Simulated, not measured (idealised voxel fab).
Name of the process module below: voxel tone inversion
For reference, the cross-section in this document is cut, with width 215 nm and square cells of 5 nm.
Notation: cross-section as square-cell grid; stated in bands, top first, going down; one or more cell rows per band.
Band: top height; bottom height; in nm. Then, left to right: material with width in nm, for each material. "full width": a single material spanning edge to edge. "blank": empty space.
For the purposes of this specification, 0 denotes the height below which the wafer in its as-received condition is composed wholly of one material, and the lowermost band, lacking a lower limit, extends downward without end, as expressed in "0 nm and below".
Read "30..40" as a graded width: first number on top, second number at the bottom, same change between each pair of neighbouring rows.
Key: "all unchanged" - step with no changed cell in the cross-section.
If an empty space has no open way to the top and is at least 8 cells in size, "Cavities, sealed" lists it, written width x height at distance, where distance is measured from the left edge and every value is in nm.
Whatever follows a step's settings on its line is a remark the simulator itself makes about that step.
Steps that use a mask can have "overlay nm" on their line. It says how far the mask sat to the right of where it was meant to be. Negative means to the left.

Process steps - plan:
| 1 | RECEIVE (material Si) |
| 2 | CONFORMAL_DEP (material SiN; thk nm 5) |
| 3 | DIRECTIONAL_DEP (material polySi; thk nm 15) |
| 4 | PATTERN (tone cover; mask id POSTS; material resist; width nm 20; pitch nm 40; thk nm 20; overlay nm 0) |
| 5 | DIRECTIONAL_ETCH (etch materials polySi; depth nm 15) |
| 6 | STRIP (etch materials resist) |
| 7 | FILL_DEP (material SiO2; thk nm 5) |
| 8 | CMP (height nm 20) |
| 9 | STRIP (etch materials polySi) |

Cross-section of the wafer as it came to us, i.e., already through step 1:
0 nm and below  Si full width
Cavities, sealed: none

The plan above was carried out on the starting structure above with one mistake, and this cross-section shows the wafer at the end of the module:
20 nm to 5 nm  blank (35) | SiO2 (20) | blank (20) | SiO2 (20) | blank (20) | SiO2 (20) | blank (20) | SiO2 (20) | blank (40)
5 nm to 0 nm  SiN full width
0 nm and below  Si full width
Cavities, sealed: none
Want to know what went wrong? off-plan run, step 4, actual operation and settings PATTERN (tone open; mask id POSTS; material resist; width nm 20; pitch nm 40; thk nm 20; overlay nm 0)
